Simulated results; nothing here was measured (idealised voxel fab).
Title: Process Module voxel gate over fins
The cross-section shown here is cut; it is 150 nm wide and divided into square cells measuring 5 nm on a side.
A cross-section is written here as square cells arranged in a grid, and it is given in bands from the top down, each band taking up one or more rows of cells.
The band entry comprises the height of the band's top followed by the height of its bottom, expressed in nm, and subsequently the band's materials from left to right, each stated together with its width in nm. Where a single material is marked with the word "everywhere", that material fills the band from edge to edge. The word "air" represents empty space.
A quick word on heights: they are counted from 0, and under that level the wafer as it came to us is one material throughout. The lowest band is different from the rest in having no bottom; it simply continues downward, written as in "0 and below".
So if you see something like "30->40" for the width, read it as the top row of the band sitting at the first number and the bottom row at the second, with every row in between moving by the same amount as the last.
Given "no alteration" for a step, no cell of the cross-section differs between before and after that step.
The list in "Sealed void inventory" covers empty spaces of 8 cells or more that cannot reach the top through any open way, and it gives each as width x height at distance; the distance is from the left edge, and width, height and distance are in nm.
after a step's settings: what the simulator itself notes on the step
What "overlay nm" on a step's line means: if the step has a mask, that mask lay this far to the right of its planned place, or, when the value is negative, to the left.
### Process steps - plan
- 1: op RECEIVE | material Si
- 2: op CONFORMAL_DEP | material SiN | thk nm 5
- 3: op MASKED_ETCH | tone cover | mask id FINS | width nm 15 | pitch nm 60 | etch materials SiN | depth nm 5 | overlay nm 0
- 4: op MASKED_ETCH | tone cover | mask id FINS | width nm 15 | pitch nm 60 | etch materials Si | depth nm 40 | overlay nm 0
- 5: op OXIDIZE | depth nm 5
- 6: op FILL_DEP | material SiO2 | thk nm 5
- 7: op CMP | height nm 5
- 8: op DIRECTIONAL_DEP | material aC | thk nm 15
- 9: op PATTERN | tone open | mask id RAIL | material resist | width nm 15 | thk nm 35 | overlay nm 0
- 10: op DIRECTIONAL_ETCH | etch materials aC | depth nm 15
- 11: op STRIP | etch materials resist
- 12: op DIRECTIONAL_ETCH | etch materials SiO2 | depth nm 40
- 13: op STRIP | etch materials aC
- 14: op CONFORMAL_DEP | material TiN | thk nm 5
- 15: op FILL_DEP | material W | thk nm 10
- 16: op CMP | height nm 5
- 17: op SELECTIVE_ETCH | etch materials W Ru TiN | depth nm 25
- 18: op FILL_DEP | material SiO2 | thk nm 5
- 19: op CMP | height nm 5
- 20: op SELECTIVE_ETCH | etch materials SiO2 | depth nm 20
- 21: op STRIP | etch materials SiN
- 22: op CONFORMAL_DEP | material HfO2 | thk nm 5
- 23: op CONFORMAL_DEP | material TiN | thk nm 5
- 24: op FILL_DEP | material W | thk nm 10
- 25: op CMP | height nm 15
- 26: op CONFORMAL_DEP | material SiCN | thk nm 5
Keep in mind the plan's value for the thk nm of step 2 comes from the first wafer; the wafers don't share that setting, but they do share the same starting point.
### Cross-section of the first of several wafers on receipt, reflecting completion of step 1
- 0 and below | Si everywhere
- Sealed void inventory: none
### Here is how to read the rows: every wafer has a row, and it shows the wafer at the end of the module, giving for each material how many cells were gained (+) or lost (-) since the wafer was received, then listing its closed voids
thk nm 5, +42 HfO2, -252 Si, +30 SiCN, +159 SiO2, +49 TiN, +92 W, Sealed void inventory: none
thk nm 10, +30 HfO2, +30 SiCN, +30 TiN, +30 W, Sealed void inventory: none
thk nm 15, +30 HfO2, +30 SiCN, +30 TiN, +30 W, Sealed void inventory: none
thk nm 20, +30 HfO2, +30 SiCN, +30 TiN, +30 W, Sealed void inventory: none
